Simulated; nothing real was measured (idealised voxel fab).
Module name: voxel local oxidation (process module)
cross-section cut | 265 nm wide | cells 5 nm
Notation: cross-section as square-cell grid; stated in bands, top first, going down; one or more cell rows per band. The entry gives the band's vertical extent as a top height and a bottom height in nm, then its horizontal make-up as materials from left to right, each with a width in nm. "air" stands for empty space; a single material marked "everywhere" fills the band edge to edge. Where do heights start? At 0: under that level the wafer as delivered is made of one material only. And the lowest band has no floor; it just carries on downward, as in "0 down". The two numbers in a width such as "30..40" mark its ends across the band: the first belongs to the top row of cells, the second to the bottom row, and from each row to the next the width moves by the same amount. "no modification", as given for a step, is the statement that not any cell of the cross-section underwent a change during that step. The label "Voids, fully enclosed" introduces a list of the empty spaces, 8 cells or larger, that have no open way up to the top; each entry in it reads width x height at distance, where the distance is taken from the left edge and all three are stated in nm. On a step's line, text after the settings is the simulator commenting on that step. overlay nm: on a step with a mask, how far right of its planned place the mask lay; negative means left.

# Planned process steps
- 1: RECEIVE,material Si
- 2: OXIDIZE,depth nm 5
- 3: CONFORMAL_DEP,material SiN,thk nm 10
- 4: MASKED_ETCH,tone cover,mask id ACTIVE,width nm 130,etch materials SiN,depth nm 10,overlay nm 0
- 5: SELECTIVE_ETCH,etch materials SiO2,depth nm 5
- 6: OXIDIZE,depth nm 15
- 7: STRIP,etch materials SiN

# The first of two wafers, run as planned

# Step 1 complete: cross-section of the wafer as received
	0 down | Si everywhere
	Voids, fully enclosed: none

# Wafer xsec, post step 2
	0 to -5 | SiO2 everywhere
	Lower than -5, everything is as it was.

# Wafer xsec, post step 3
	10 to 0 | SiN everywhere
	Lower than 0, everything is as it was.

# Wafer xsec, post step 4
	10 to 0 | air: 65 / SiN: 130 / air: 70
	Lower than 0, everything is as it was.

# Wafer xsec, post step 5
	10 to 0 | air: 65 / SiN: 130 / air: 70
	0 to -5 | air: 70 / SiO2: 120 / air: 75
	Lower than -5, everything is as it was.

# Wafer xsec, post step 6
	10 to 0 | air: 65 / SiN: 130 / air: 70
	0 to -5 | air: 70 / SiO2: 120 / air: 75
	-5 to -20 | SiO2: 85 / Si: 90 / SiO2: 90
	Lower than -20, everything is as it was.

# Wafer xsec, post step 7
	0 to -5 | air: 70 / SiO2: 120 / air: 75
	Lower than -5, everything is as it was.

# For the second wafer, take the first wafer's start and plan, then add one mistake made in running it; everything through step 5, that step included, is shared with the first

# Second wafer, cross-section, planned end of step 6
	0 to -5 | air: 70 / SiO2: 120 / air: 75
	Lower than -5, everything is as it was.

# Second wafer, cross-section, planned end of step 7
	0 to -5 | air: 70 / SiO2: 120 / air: 75
	-5 to -20 | SiO2: 85 / Si: 90 / SiO2: 90
	Lower than -20, everything is as it was.
What went wrong in running the wafer? plan steps 6 and 7 run swapped
The mistake has no effect on what this model computes, because the two wafers end with the same cross-section.
